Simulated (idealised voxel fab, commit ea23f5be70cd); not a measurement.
process module | voxel self aligned contacts
cross-section cut | 230 nm wide | cells 5 nm
A cross-section is a grid of square cells, given in bands from the top down. A band is one or more rows of cells.
Each band's line starts with the height of the band's top and of its bottom, in nm. Then come its materials from left to right, each with its width in nm. One material with "throughout" fills the band from edge to edge. "air" is empty space.
Height 0 is the level under which the wafer as received is all one material. The lowest band goes on downwards, as in "0 down".
A width such as "30 to 40" changes by the same amount from each row of cells to the next, from the band's top row to its bottom row.
"no change" after a step means that no cell of the cross-section changed.
closed voids: empty space of 8 cells or more with no open way to the top, each as width x height at its distance from the left edge, in nm
after a step's settings: what the simulator itself notes on the step
overlay nm, on a step with a mask: how far to the right of its planned place the mask lay; to the left if negative
plan
1 op RECEIVE | material Si
2 op OXIDIZE | depth nm 5
3 op DIRECTIONAL_DEP | material polySi | thk nm 20
4 op DIRECTIONAL_DEP | material SiN | thk nm 25
5 op MASKED_ETCH | tone cover | mask id GATE | width nm 35 | pitch nm 75 | etch materials SiN | depth nm 25 | overlay nm 0
6 op MASKED_ETCH | tone cover | mask id GATE | width nm 35 | pitch nm 75 | etch materials polySi | depth nm 20 | overlay nm 0
7 op CONFORMAL_DEP | material SiN | thk nm 10
8 op DIRECTIONAL_ETCH | etch materials SiN | depth nm 10
9 op FILL_DEP | material SiO2 | thk nm 15
10 op CMP | height nm 50
11 op DIRECTIONAL_DEP | material aC | thk nm 10
12 op PATTERN | tone open | mask id CONTACT | material resist | width nm 60 | pitch nm 75 | thk nm 30 | overlay nm 0
13 op DIRECTIONAL_ETCH | etch materials aC | depth nm 10
14 op STRIP | etch materials resist
15 op DIRECTIONAL_ETCH | etch materials SiO2 | depth nm 55
16 op STRIP | etch materials aC
17 op CONFORMAL_DEP | material TiN | thk nm 5
18 op FILL_DEP | material Ru | thk nm 10
19 op CMP | height nm 50
20 op CONFORMAL_DEP | material SiCN | thk nm 5
as received, after step 1
  0 down: Si throughout
  closed voids: none
first wafer at the end, as planned
  55 to 50: SiCN throughout
  50 to 45: SiO2 45 | TiN 25 | Ru 10 | TiN 25 | SiO2 15 | TiN 25 | Ru 10 | TiN 25 | SiO2 50
  45 to 20: SiO2 10 | SiN 55 | TiN 5 | Ru 10 | TiN 5 | SiN 55 | TiN 5 | Ru 10 | TiN 5 | SiN 55 | SiO2 15
  20 to 0: SiO2 10 | SiN 10 | polySi 35 | SiN 10 | TiN 5 | Ru 10 | TiN 5 | SiN 10 | polySi 35 | SiN 10 | TiN 5 | Ru 10 | TiN 5 | SiN 10 | polySi 35 | SiN 10 | SiO2 15
  0 to -5: SiO2 65 | TiN 20 | SiO2 55 | TiN 20 | SiO2 70
  -5 down: Si throughout
  closed voids: none
second wafer at the end: like start, like plan, one mistake
  55 to 50: SiCN throughout
  50 to 20: SiO2 5 | SiN 65 | TiN 10 | SiN 65 | TiN 10 | SiN 65 | SiO2 10
  20 to 5: SiO2 5 | SiN 15 | polySi 35 | SiN 15 | TiN 10 | SiN 15 | polySi 35 | SiN 15 | TiN 10 | SiN 15 | polySi 35 | SiN 15 | SiO2 10
  5 to 0: SiN 20 | polySi 35 | SiN 40 | polySi 35 | SiN 40 | polySi 35 | SiN 25
  0 to -5: SiO2 throughout
  -5 down: Si throughout
  closed voids: none
what went wrong: step 7 ran as: op CONFORMAL_DEP | material SiN | thk nm 15
at the end the second wafer has, in cells: 40 fewer of Ru | 100 more of SiN | 32 fewer of SiO2 | 28 fewer of TiN
